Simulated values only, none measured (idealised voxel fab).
A process module follows: voxel wiring stack.
Pictured: cross-section cut, 205 nm wide, on a grid of 5 nm square cells.
In this document a cross-section is written as a grid of square cells. It is given as a series of bands, listed from the top down, and a band is one or more rows of cells. Heights first: top, then bottom, in nm. Then materials, left to right, each with a width in nm. "full width" on a single material: fills the band edge to edge. "empty": empty space. Heights are expressed relative to 0, this being the level below which the as-received wafer comprises one material exclusively. The lowest band is unbounded in the downward direction and is denoted as in "from 0 down". The two numbers in a width such as "30..40" mark its ends across the band: the first belongs to the top row of cells, the second to the bottom row, and from each row to the next the width moves by the same amount. It should be understood that the words "changes: none", when stated for a given step, signify that the cross-section underwent no change in any of its cells during that step. "Enclosed internal cavities" contains a list of empty spaces, each no smaller than 8 cells and without an open way to the top, written in the form width x height at distance with the distance from the left edge and all three in nm. That trailing text on a step's line, after the settings, is the simulator's own remark on the step. overlay nm: on a step with a mask, how far right of its planned place the mask lay; negative means left.

### So here's the lineup of process steps we planned
1,RECEIVE | material Si
2,CONFORMAL_DEP | material SiO2 | thk nm 15
3,DIRECTIONAL_DEP | material TiN | thk nm 5
4,DIRECTIONAL_DEP | material W | thk nm 25
5,PATTERN | tone cover | mask id METAL_1 | material resist | width nm 30 | pitch nm 55 | thk nm 15 | overlay nm 0
6,DIRECTIONAL_ETCH | etch materials W | depth nm 25
7,DIRECTIONAL_ETCH | etch materials TiN | depth nm 5
8,STRIP | etch materials resist
9,FILL_DEP | material lowk | thk nm 5
10,CMP | height nm 45
11,CONFORMAL_DEP | material SiCN | thk nm 5
12,DIRECTIONAL_DEP | material SiO2 | thk nm 20
13,DIRECTIONAL_DEP | material aC | thk nm 10
14,PATTERN | tone open | mask id PLUG_1 | material resist | width nm 15 | pitch nm 110 | thk nm 30 | overlay nm 0
15,DIRECTIONAL_ETCH | etch materials aC | depth nm 10
16,STRIP | etch materials resist
17,DIRECTIONAL_ETCH | etch materials SiO2 | depth nm 20
18,DIRECTIONAL_ETCH | etch materials SiCN | depth nm 5
19,STRIP | etch materials aC
20,CONFORMAL_DEP | material TiN | thk nm 5
21,FILL_DEP | material W | thk nm 5
22,CMP | height nm 70
23,DIRECTIONAL_DEP | material TiN | thk nm 5
24,DIRECTIONAL_DEP | material W | thk nm 15
25,PATTERN | tone cover | mask id METAL_2 | material resist | width nm 30 | pitch nm 55 | thk nm 20 | overlay nm 0
26,DIRECTIONAL_ETCH | etch materials W | depth nm 15
27,DIRECTIONAL_ETCH | etch materials TiN | depth nm 5
28,STRIP | etch materials resist
29,FILL_DEP | material SiO2 | thk nm 10
30,CMP | height nm 90
31,CONFORMAL_DEP | material SiCN | thk nm 5
32,DIRECTIONAL_DEP | material lowk | thk nm 30
33,PATTERN | tone open | mask id METAL_3_HOLES | material resist | width nm 15 | pitch nm 55 | thk nm 20 | overlay nm 0
34,DIRECTIONAL_ETCH | etch materials lowk | depth nm 30
35,STRIP | etch materials resist
36,MASKED_ETCH | tone open | mask id METAL_3 | width nm 30 | pitch nm 55 | etch materials lowk | depth nm 15 | overlay nm 0
37,MASKED_ETCH | tone open | mask id METAL_3 | width nm 30 | pitch nm 55 | etch materials SiCN | depth nm 5 | overlay nm 0
38,CONFORMAL_DEP | material TiN | thk nm 5
39,FILL_DEP | material Ru | thk nm 10
40,CMP | height nm 125
41,CONFORMAL_DEP | material SiN | thk nm 5

### So this is the incoming wafer in cross-section - it's already been through step 1
    from 0 down = Si full width
    Enclosed internal cavities: none

### First wafer of two, sectioned at end of module; run went per plan
    from 130 to 125 = SiN full width
    from 125 to 115 = 30 lowk | 5 TiN | 20 Ru | 5 TiN | 25 lowk | 5 TiN | 20 Ru | 5 TiN | 25 lowk | 5 TiN | 20 Ru | 5 TiN | 35 lowk
    from 115 to 110 = 30 lowk | 5 TiN | 5 Ru | 20 TiN | 25 lowk | 5 TiN | 5 Ru | 20 TiN | 25 lowk | 5 TiN | 5 Ru | 20 TiN | 35 lowk
    from 110 to 95 = 30 lowk | 5 TiN | 5 Ru | 5 TiN | 40 lowk | 5 TiN | 5 Ru | 5 TiN | 40 lowk | 5 TiN | 5 Ru | 5 TiN | 50 lowk
    from 95 to 90 = 30 SiCN | 15 TiN | 40 SiCN | 15 TiN | 40 SiCN | 15 TiN | 50 SiCN
    from 90 to 75 = 30 SiO2 | 30 W | 25 SiO2 | 30 W | 25 SiO2 | 30 W | 35 SiO2
    from 75 to 70 = 30 SiO2 | 30 TiN | 25 SiO2 | 30 TiN | 25 SiO2 | 30 TiN | 35 SiO2
    from 70 to 50 = 30 SiO2 | 5 TiN | 5 W | 5 TiN | 95 SiO2 | 5 TiN | 5 W | 5 TiN | 50 SiO2
    from 50 to 45 = 30 SiCN | 15 TiN | 95 SiCN | 15 TiN | 50 SiCN
    from 45 to 20 = 30 lowk | 30 W | 25 lowk | 30 W | 25 lowk | 30 W | 35 lowk
    from 20 to 15 = 30 lowk | 30 TiN | 25 lowk | 30 TiN | 25 lowk | 30 TiN | 35 lowk
    from 15 to 0 = SiO2 full width
    from 0 down = Si full width
    Enclosed internal cavities: none

### Second wafer through the module, sectioned at the end: same beginning and same plan as the first wafer, with one mistake in carrying it out
    from 130 to 125 = SiN full width
    from 125 to 95 = SiO2 full width
    from 95 to 90 = SiCN full width
    from 90 to 75 = 30 SiO2 | 30 W | 25 SiO2 | 30 W | 25 SiO2 | 30 W | 35 SiO2
    from 75 to 70 = 30 SiO2 | 30 TiN | 25 SiO2 | 30 TiN | 25 SiO2 | 30 TiN | 35 SiO2
    from 70 to 50 = 30 SiO2 | 5 TiN | 5 W | 5 TiN | 95 SiO2 | 5 TiN | 5 W | 5 TiN | 50 SiO2
    from 50 to 45 = 30 SiCN | 15 TiN | 95 SiCN | 15 TiN | 50 SiCN
    from 45 to 20 = 30 lowk | 30 W | 25 lowk | 30 W | 25 lowk | 30 W | 35 lowk
    from 20 to 15 = 30 lowk | 30 TiN | 25 lowk | 30 TiN | 25 lowk | 30 TiN | 35 lowk
    from 15 to 0 = SiO2 full width
    from 0 down = Si full width
    Enclosed internal cavities: none
The plan and the run diverged here: step 32 went in with a setting other than planned; the actual run was DIRECTIONAL_DEP | material SiO2 | thk nm 30
Looking at both finished wafers in cells, the second ends up ahead of or behind the first on some materials: -36 Ru; +9 SiCN; +246 SiO2; -54 TiN; -165 lowk
